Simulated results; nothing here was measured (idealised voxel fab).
Process module in this document: voxel capacitor over wiring
This is section cut - it's 200 nm across, gridded in 5 nm square cells.
Square cells in a grid make up a cross-section in this document, and the grid is given as bands, listed from the top down, each one or more rows of cells.
For a band, the entry starts with two heights in nm, that of the top and then that of the bottom, and carries on with the band's materials in order from left to right, each alongside its width in nm; the word "edge to edge" beside a single material means it fills the band edge to edge, and "empty" means empty space.
Heights are reckoned from 0. Under this level, the received wafer is all of one material. The bottommost band is open-ended downward, for example "z 0 and below".
The width entry "30->40" should be interpreted row by row: the top row of cells in the band takes the first number, the bottom row takes the second number, and the change between adjacent rows is uniform throughout.
You'll sometimes find "no alterations made" written for a step, and that's the way of saying that nowhere in the cross-section did a cell change during that step.
Entry "Closed void listing" = empty spaces >= 8 cells with no open way to the top; each as width x height at distance, distance from left edge, all nm.
Post-settings text on a step line: simulator's own remark regarding the step.
Among the settings permitted on a step's line is "overlay nm"; applied to a step with a mask, it specifies the extent to which the mask lay to the right of its planned position, whereas a negative figure signifies a position to the left.

Process steps - plan:
- 1: RECEIVE with material Si
- 2: CONFORMAL_DEP with material SiO2, thk nm 10
- 3: DIRECTIONAL_DEP with material TiN, thk nm 5
- 4: DIRECTIONAL_DEP with material W, thk nm 25
- 5: MASKED_ETCH with tone cover, mask id METAL_1, width nm 25, pitch nm 95, etch materials W, depth nm 25, overlay nm 0
- 6: MASKED_ETCH with tone cover, mask id METAL_1, width nm 25, pitch nm 95, etch materials TiN, depth nm 5, overlay nm 0
- 7: FILL_DEP with material SiO2, thk nm 5
- 8: CMP with height nm 40
- 9: CONFORMAL_DEP with material SiCN, thk nm 5
- 10: DIRECTIONAL_DEP with material SiO2, thk nm 20
- 11: MASKED_ETCH with tone open, mask id PLUG_1, width nm 15, etch materials SiO2, depth nm 20, overlay nm 0
- 12: MASKED_ETCH with tone open, mask id PLUG_1, width nm 15, etch materials SiCN, depth nm 5, overlay nm 0
- 13: EPI with material Ru, thk nm 10
- 14: EPI with material Ru, thk nm 10
- 15: EPI with material Ru, thk nm 5
- 16: DIRECTIONAL_DEP with material TiN, thk nm 5
- 17: DIRECTIONAL_DEP with material HfO2, thk nm 5
- 18: DIRECTIONAL_DEP with material TiN, thk nm 10
- 19: PATTERN with tone cover, mask id UPPER_PLATE, material resist, width nm 75, thk nm 20, overlay nm 0
- 20: DIRECTIONAL_ETCH with etch materials TiN, depth nm 10
- 21: DIRECTIONAL_ETCH with etch materials HfO2, depth nm 5
- 22: STRIP with etch materials resist
- 23: DIRECTIONAL_DEP with material aC, thk nm 10
- 24: PATTERN with tone cover, mask id LOWER_PLATE, material resist, width nm 85, thk nm 30, overlay nm 0
- 25: DIRECTIONAL_ETCH with etch materials aC, depth nm 10
- 26: STRIP with etch materials resist
- 27: DIRECTIONAL_ETCH with etch materials TiN, depth nm 5
- 28: STRIP with etch materials aC
- 29: FILL_DEP with material SiO2, thk nm 20
- 30: CMP with height nm 100
- 31: DIRECTIONAL_DEP with material aC, thk nm 10
- 32: PATTERN with tone open, mask id PLUG_2, material resist, width nm 15, thk nm 30, overlay nm 0
- 33: DIRECTIONAL_ETCH with etch materials aC, depth nm 10
- 34: STRIP with etch materials resist
- 35: DIRECTIONAL_ETCH with etch materials SiO2, depth nm 15
- 36: STRIP with etch materials aC
- 37: CONFORMAL_DEP with material TiN, thk nm 5
- 38: FILL_DEP with material Ru, thk nm 5
- 39: CMP with height nm 100
- 40: CONFORMAL_DEP with material SiN, thk nm 5

as received, after step 1:
	z 0 and below: Si edge to edge
	Closed void listing: none

Sectioned view, first of two wafers, at the close of the module, processed as intended in the plan:
	z 105 to 100: SiN edge to edge
	z 100 to 90: SiO2 60 nm | TiN 5 nm | Ru 5 nm | TiN 5 nm | SiO2 125 nm
	z 90 to 85: SiO2 60 nm | TiN 15 nm | SiO2 125 nm
	z 85 to 75: SiO2 50 nm | TiN 75 nm | SiO2 75 nm
	z 75 to 70: SiO2 50 nm | HfO2 75 nm | SiO2 75 nm
	z 70 to 65: SiO2 45 nm | TiN 85 nm | SiO2 70 nm
	z 65 to 45: SiO2 50 nm | Ru 15 nm | SiO2 135 nm
	z 45 to 40: SiCN 50 nm | Ru 15 nm | SiCN 135 nm
	z 40 to 15: SiO2 40 nm | W 25 nm | SiO2 70 nm | W 25 nm | SiO2 40 nm
	z 15 to 10: SiO2 40 nm | TiN 25 nm | SiO2 70 nm | TiN 25 nm | SiO2 40 nm
	z 10 to 0: SiO2 edge to edge
	z 0 and below: Si edge to edge
	Closed void listing: none

This cross-section belongs to the second wafer of two at the end of the module; the start and the plan were shared with the first, and the run included one mistake:
	z 105 to 100: SiN edge to edge
	z 100 to 90: SiO2 60 nm | TiN 5 nm | Ru 5 nm | TiN 5 nm | SiO2 125 nm
	z 90 to 85: SiO2 60 nm | TiN 15 nm | SiO2 125 nm
	z 85 to 75: SiO2 65 nm | TiN 60 nm | SiO2 75 nm
	z 75 to 70: SiO2 65 nm | HfO2 60 nm | SiO2 75 nm
	z 70 to 60: SiO2 45->50 nm | TiN 85->15 nm | SiO2 70->135 nm
	z 60 to 55: SiO2 50 nm | HfO2 15 nm | SiO2 135 nm
	z 55 to 50: SiO2 50 nm | TiN 15 nm | SiO2 135 nm
	z 50 to 45: SiO2 edge to edge
	z 45 to 40: SiCN edge to edge
	z 40 to 15: SiO2 40 nm | W 25 nm | SiO2 70 nm | W 25 nm | SiO2 40 nm
	z 15 to 10: SiO2 40 nm | TiN 25 nm | SiO2 70 nm | TiN 25 nm | SiO2 40 nm
	z 10 to 0: SiO2 edge to edge
	z 0 and below: Si edge to edge
	Closed void listing: none
What went wrong in running the wafer? step 11 did not happen as planned, as run it was MASKED_ETCH with tone open, mask id PLUG_1, width nm 15, etch materials SiO2, depth nm 15, overlay nm 0
The final cell counts differ between the wafers, with the second having more or fewer of some materials than the first: -15 Ru, +3 SiCN, +12 SiO2
